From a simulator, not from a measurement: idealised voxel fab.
You're looking at the process module voxel transistor to metal.
The cross-section shown here is cut; it is 215 nm wide and divided into square cells measuring 5 nm on a side.
Cross-section format: a grid of square cells, given as bands from top to bottom; each band is one or more rows of cells.
It is stipulated that each band's entry specify, in nanometres, the height of the top of the band and then that of its bottom, followed by the materials of the band in left-to-right sequence, each together with its width in nanometres. A single material marked by the word "all across" is understood to fill the band from edge to edge; the word "empty" is understood to denote empty space.
The level at which height equals 0 is the one under which the wafer, as it arrives, is entirely one material. No lower edge exists for the bottom band, which continues downward and is notated as in "0..down".
The expression "30 to 40" gives the width at the extremes of the band, the first number at its top row of cells and the second at its bottom row, with the width changing by equal amounts from each row to the next in between.
Key: "no alteration" - step with no changed cell in the cross-section.
This entry, "Closed void entries", enumerates those empty regions of no fewer than 8 cells that possess no open connection to the top. Each region is reported in the form width x height at distance, the distance being taken from the left edge, with all three quantities expressed in nm.
Past the settings on a step's line: simulator remark, on that step.
If you see "overlay nm" on a step's line and that step has a mask, it's telling you how far right of where it was planned the mask ended up; a negative number means it went left instead.
# plan
1: RECEIVE (material Si)
2: CONFORMAL_DEP (material SiO2; thk nm 5)
3: CONFORMAL_DEP (material SiN; thk nm 15)
4: PATTERN (tone cover; mask id ACTIVE; material resist; width nm 95; thk nm 20; overlay nm 0)
5: DIRECTIONAL_ETCH (etch materials SiN; depth nm 15)
6: DIRECTIONAL_ETCH (etch materials SiO2; depth nm 5)
7: DIRECTIONAL_ETCH (etch materials Si; depth nm 30)
8: STRIP (etch materials resist)
9: FILL_DEP (material SiO2; thk nm 10)
10: CMP (height nm 20)
11: SELECTIVE_ETCH (etch materials SiO2; depth nm 10)
12: STRIP (etch materials SiN)
13: SELECTIVE_ETCH (etch materials SiO2; depth nm 5)
14: OXIDIZE (depth nm 5)
15: DIRECTIONAL_DEP (material polySi; thk nm 20)
16: DIRECTIONAL_DEP (material SiCN; thk nm 10)
17: DIRECTIONAL_DEP (material aC; thk nm 15)
18: PATTERN (tone cover; mask id GATE; material resist; width nm 25; thk nm 35; overlay nm 0)
19: DIRECTIONAL_ETCH (etch materials aC; depth nm 15)
20: STRIP (etch materials resist)
21: DIRECTIONAL_ETCH (etch materials SiCN; depth nm 20)
22: DIRECTIONAL_ETCH (etch materials polySi; depth nm 30)
23: STRIP (etch materials aC)
24: CONFORMAL_DEP (material SiN; thk nm 5)
25: DIRECTIONAL_ETCH (etch materials SiN; depth nm 5)
26: DIRECTIONAL_ETCH (etch materials SiO2; depth nm 5)
27: EPI (material nSi; thk nm 5)
28: FILL_DEP (material SiO2; thk nm 10)
29: CMP (height nm 30)
30: DIRECTIONAL_DEP (material SiO2; thk nm 10)
31: MASKED_ETCH (tone open; mask id CONTACT; width nm 15; pitch nm 70; etch materials SiO2; depth nm 40; overlay nm 0)
32: CONFORMAL_DEP (material TiN; thk nm 5)
33: FILL_DEP (material Ru; thk nm 5)
34: CMP (height nm 40)
35: DIRECTIONAL_DEP (material TiN; thk nm 5)
36: DIRECTIONAL_DEP (material W; thk nm 20)
37: MASKED_ETCH (tone cover; mask id METAL_1; width nm 15; pitch nm 70; etch materials W; depth nm 20; overlay nm 0)
38: MASKED_ETCH (tone cover; mask id METAL_1; width nm 15; pitch nm 70; etch materials TiN; depth nm 5; overlay nm 0)
39: FILL_DEP (material SiO2; thk nm 5)
40: CMP (height nm 65)
41: CONFORMAL_DEP (material SiN; thk nm 5)
Among the wafers covered here, the point of difference is the width nm at step 38; their starting state is shared, and the plan presents the value of the first wafer.
# Cross-section of the first of several received wafers, showing its state after step 1
	0..down = Si all across
	Closed void entries: none
# Tabulated below, wafer by wafer, are the end-of-module results: for each material, the number of cells gained (+) or lost (-) relative to the as-received state, followed by the closed voids
width nm 15 | +14 Ru | -163 Si | +10 SiCN | +57 SiN | +588 SiO2 | +40 TiN | +24 W | +12 nSi | +20 polySi | Closed void entries: none
width nm 20 | +14 Ru | -163 Si | +10 SiCN | +57 SiN | +586 SiO2 | +42 TiN | +24 W | +12 nSi | +20 polySi | Closed void entries: none
width nm 25 | +14 Ru | -163 Si | +10 SiCN | +57 SiN | +584 SiO2 | +44 TiN | +24 W | +12 nSi | +20 polySi | Closed void entries: none
width nm 30 | +14 Ru | -163 Si | +10 SiCN | +57 SiN | +582 SiO2 | +46 TiN | +24 W | +12 nSi | +20 polySi | Closed void entries: none
